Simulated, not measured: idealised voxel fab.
The name of this process module is voxel self aligned vias.
210 nm wide, 5 nm square cells: that's cross-section cut.
We lay out every cross-section as a grid of square cells and spell it out in bands from the top down, where one band means one or more rows of cells.
Look at the band entry: it leads with the top's height and the bottom's height in nm. Then it lists the materials left to right, with a width in nm for each. The word "full width" on a single material says that material fills the band edge to edge. The word "empty" is empty space.
Counting heights begins at 0, where everything beneath is, in the wafer as received, one material. The lowest band has no bottom; it goes on downwards, as "0..down" shows.
The notation "30 to 40" denotes a width that varies across the rows of cells in the band, beginning at the first number in the top row, finishing at the second number in the bottom row, and changing by an identical amount from each row to the next.
No cell of the cross-section changed in a step that is given as "no change".
The entry "Enclosed cavity list" lists the empty spaces that cover at least 8 cells and have no open path to the top. Each is written as width x height at distance, where the distance is measured from the left edge and all three values are in nm.
Post-settings text on a step line: simulator's own remark regarding the step.
Each step line may optionally specify "overlay nm", which for a step with a mask gives the rightward distance between the mask's planned place and where it lay, a negative value indicating the leftward direction.
Process steps - plan:
step 1: RECEIVE: material Si
step 2: CONFORMAL_DEP: material SiO2, thk nm 15
step 3: CONFORMAL_DEP: material SiCN, thk nm 5
step 4: DIRECTIONAL_DEP: material lowk, thk nm 25
step 5: DIRECTIONAL_DEP: material aC, thk nm 15
step 6: PATTERN: tone open, mask id LINES, material resist, width nm 20, pitch nm 50, thk nm 35, overlay nm 0
step 7: DIRECTIONAL_ETCH: etch materials aC, depth nm 15
step 8: STRIP: etch materials resist
step 9: DIRECTIONAL_ETCH: etch materials lowk, depth nm 25
step 10: STRIP: etch materials aC
step 11: CONFORMAL_DEP: material TiN, thk nm 5
step 12: FILL_DEP: material W, thk nm 5
step 13: CMP: height nm 45
step 14: SELECTIVE_ETCH: etch materials W Ru TiN, depth nm 5
step 15: FILL_DEP: material SiN, thk nm 10
step 16: CMP: height nm 45
step 17: DIRECTIONAL_DEP: material lowk, thk nm 20
step 18: PATTERN: tone open, mask id VIAS, material resist, width nm 30, thk nm 15, overlay nm 0
step 19: DIRECTIONAL_ETCH: etch materials lowk, depth nm 20
step 20: DIRECTIONAL_ETCH: etch materials SiN, depth nm 5
step 21: STRIP: etch materials resist
step 22: CONFORMAL_DEP: material TiN, thk nm 5
step 23: FILL_DEP: material Ru, thk nm 10
step 24: CMP: height nm 65
step 25: CONFORMAL_DEP: material SiCN, thk nm 5
Cross-section of the wafer as it came to us, i.e., already through step 1:
- 0..down: Si full width
- Enclosed cavity list: none
Starting wafer: above. Plan: above. Run: one mistake. Cross-section after the module: below:
- 70..65: SiCN full width
- 65..50: lowk (65)  TiN (5)  Ru (20)  TiN (5)  lowk (115)
- 50..45: lowk (65)  TiN (10)  Ru (15)  TiN (5)  lowk (115)
- 45..40: lowk (70)  TiN (25)  lowk (25)  SiN (25)  lowk (65)
- 40..25: lowk (70)  TiN (5)  W (15)  TiN (5)  lowk (25)  TiN (5)  W (15)  TiN (5)  lowk (65)
- 25..20: lowk (70)  TiN (25)  lowk (25)  TiN (25)  lowk (65)
- 20..15: SiCN full width
- 15..0: SiO2 full width
- 0..down: Si full width
- Enclosed cavity list: none
Error vs. plan: step 6 deviated from plan and actually ran as PATTERN: tone open, mask id LINES, material resist, width nm 25, pitch nm 50, thk nm 35, overlay nm 0
